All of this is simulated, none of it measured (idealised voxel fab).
Process module, titled voxel self aligned vias
Cross-section cut spans 220 nm and uses square cells 5 nm in size.
Throughout this document, each cross-section is represented as a grid of square cells and is presented as a sequence of bands enumerated from the top downward, where a band comprises one or more rows of cells.
Band: top height; bottom height; in nm. Then, left to right: material with width in nm, for each material. "everywhere": a single material spanning edge to edge. "empty": empty space.
Height reference: 0 = level under which incoming wafer is all one material. Lowest band: no bottom, runs on downward, e.g. "0 down".
Graded width ("30->40"): value in top row of band = first number; value in bottom row = second number; row-to-row change constant.
Where the words "nothing changed" appear for a step, the cross-section shows no cell changed by that step; every cell remained as before.
Listed in "Closed cavities": every empty space of 8 or more cells without an open way to the top. Form: width x height at distance, the distance being from the left edge, all in nm.
Anything after a step's settings on that line? It's the simulator's own note about the step.
overlay nm: mask offset rightward from planned place, masked step; negative means leftward offset.

-- The following list gives the planned process steps
step 1: RECEIVE with material Si
step 2: CONFORMAL_DEP with material SiO2, thk nm 10
step 3: CONFORMAL_DEP with material SiCN, thk nm 5
step 4: DIRECTIONAL_DEP with material lowk, thk nm 20
step 5: PATTERN with tone open, mask id LINES, material resist, width nm 25, pitch nm 70, thk nm 20, overlay nm 0
step 6: DIRECTIONAL_ETCH with etch materials lowk, depth nm 20
step 7: STRIP with etch materials resist
step 8: CONFORMAL_DEP with material TiN, thk nm 5
step 9: FILL_DEP with material Ru, thk nm 5
step 10: CMP with height nm 35
step 11: SELECTIVE_ETCH with etch materials W Ru TiN, depth nm 10
step 12: FILL_DEP with material SiN, thk nm 5
step 13: CMP with height nm 35
step 14: DIRECTIONAL_DEP with material lowk, thk nm 20
step 15: DIRECTIONAL_DEP with material aC, thk nm 10
step 16: PATTERN with tone open, mask id VIAS, material resist, width nm 45, pitch nm 70, thk nm 25, overlay nm 0
step 17: DIRECTIONAL_ETCH with etch materials aC, depth nm 5
step 18: STRIP with etch materials resist
step 19: DIRECTIONAL_ETCH with etch materials lowk, depth nm 20
step 20: DIRECTIONAL_ETCH with etch materials SiN, depth nm 10
step 21: STRIP with etch materials aC
step 22: CONFORMAL_DEP with material TiN, thk nm 5
step 23: FILL_DEP with material Ru, thk nm 10
step 24: CMP with height nm 55
step 25: CONFORMAL_DEP with material SiCN, thk nm 5
Be aware that, although all wafers share a common starting state, the depth nm at step 17 differs among them, and the plan displays the first wafer's value.

-- Cross-section: the first of several wafers in its as-received state, i.e. following step 1
  0 down = Si everywhere
  Closed cavities: none

-- Per wafer, end of module: cells gained (+) or lost (-) per material since receipt, then closed voids
depth nm 5; +6 Ru; +88 SiCN; +20 SiN; +88 SiO2; +14 TiN; +312 lowk; Closed cavities: none
depth nm 10; +60 Ru; +88 SiCN; +88 SiO2; +52 TiN; +240 lowk; Closed cavities: none
depth nm 15; +60 Ru; +88 SiCN; +88 SiO2; +52 TiN; +240 lowk; Closed cavities: none
depth nm 20; +60 Ru; +88 SiCN; +88 SiO2; +52 TiN; +240 lowk; Closed cavities: none
depth nm 25; +60 Ru; +88 SiCN; +88 SiO2; +52 TiN; +240 lowk; Closed cavities: none
